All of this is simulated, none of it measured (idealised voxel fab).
Title: Process Module voxel trench capacitor
In the cross-section labelled cut, the width is 260 nm and each square cell is 5 nm.
We lay out every cross-section as a grid of square cells and spell it out in bands from the top down, where one band means one or more rows of cells. Per band: top height and bottom height in nm, followed by the left-to-right materials and their widths in nm; "all across" marks a single material spanning edge to edge, "empty" marks empty space. Heights are reckoned from 0. Under this level, the received wafer is all of one material. The bottommost band is open-ended downward, for example "0 down". A two-number width, for instance "30 to 40", indicates that the width is equal to the first number in the top row of the band and to the second number in the bottom row, and that it changes by a constant amount per row of cells. A step reported as "nothing got changed" is a step in which no cell of the cross-section changed. Closed empty spaces (no open way to the top) of 8 cells or more are what "Enclosed void inventory" lists, each as width x height at distance from the left edge, nm for all three. Whatever follows a step's settings on its line is a remark the simulator itself makes about that step. A step line may carry the setting "overlay nm", which, for steps involving a mask, states the distance by which the mask lay to the right of its intended position; negative values denote displacement to the left.

Steps planned for the process:
| 1 | RECEIVE (material Si) |
| 2 | CONFORMAL_DEP (material SiN; thk nm 5) |
| 3 | DIRECTIONAL_DEP (material aC; thk nm 10) |
| 4 | PATTERN (tone open; mask id TRENCH; material resist; width nm 20; pitch nm 40; thk nm 30; overlay nm 0) |
| 5 | DIRECTIONAL_ETCH (etch materials aC; depth nm 10) |
| 6 | STRIP (etch materials resist) |
| 7 | DIRECTIONAL_ETCH (etch materials SiN; depth nm 5) |
| 8 | DIRECTIONAL_ETCH (etch materials Si; depth nm 30) |
| 9 | STRIP (etch materials aC) |
| 10 | CONFORMAL_DEP (material Al2O3; thk nm 5) |
| 11 | FILL_DEP (material polySi; thk nm 10) |
| 12 | CMP (height nm 5) |

Cross-section of the incoming wafer, state after step 1:
	0 down | Si all across
	Enclosed void inventory: none

End-of-module XS, first of two wafers, run as planned:
	5 to 0 | SiN=100 / Al2O3=5 / polySi=10 / Al2O3=5 / SiN=20 / Al2O3=5 / polySi=10 / Al2O3=5 / SiN=100
	0 to -25 | Si=100 / Al2O3=5 / polySi=10 / Al2O3=5 / Si=20 / Al2O3=5 / polySi=10 / Al2O3=5 / Si=100
	-25 to -30 | Si=100 / Al2O3=20 / Si=20 / Al2O3=20 / Si=100
	-30 down | Si all across
	Enclosed void inventory: none

End-of-module cross-section of the second wafer: identical starting point and process plan to the first, with one processing mistake:
	5 to 0 | SiN=100 / Al2O3=5 / polySi=10 / Al2O3=5 / SiN=20 / Al2O3=5 / polySi=10 / Al2O3=5 / SiN=100
	0 to -55 | Si=100 / Al2O3=5 / polySi=10 / Al2O3=5 / Si=20 / Al2O3=5 / polySi=10 / Al2O3=5 / Si=100
	-55 to -60 | Si=100 / Al2O3=20 / Si=20 / Al2O3=20 / Si=100
	-60 down | Si all across
	Enclosed void inventory: none
What was done differently from what was planned? step 8, plan: ran twice
It is noted that, at the conclusion of processing, the second wafer exhibits a higher or lower cell count for certain materials relative to the first: Al2O3: 24 more; Si: 48 fewer; polySi: 24 more
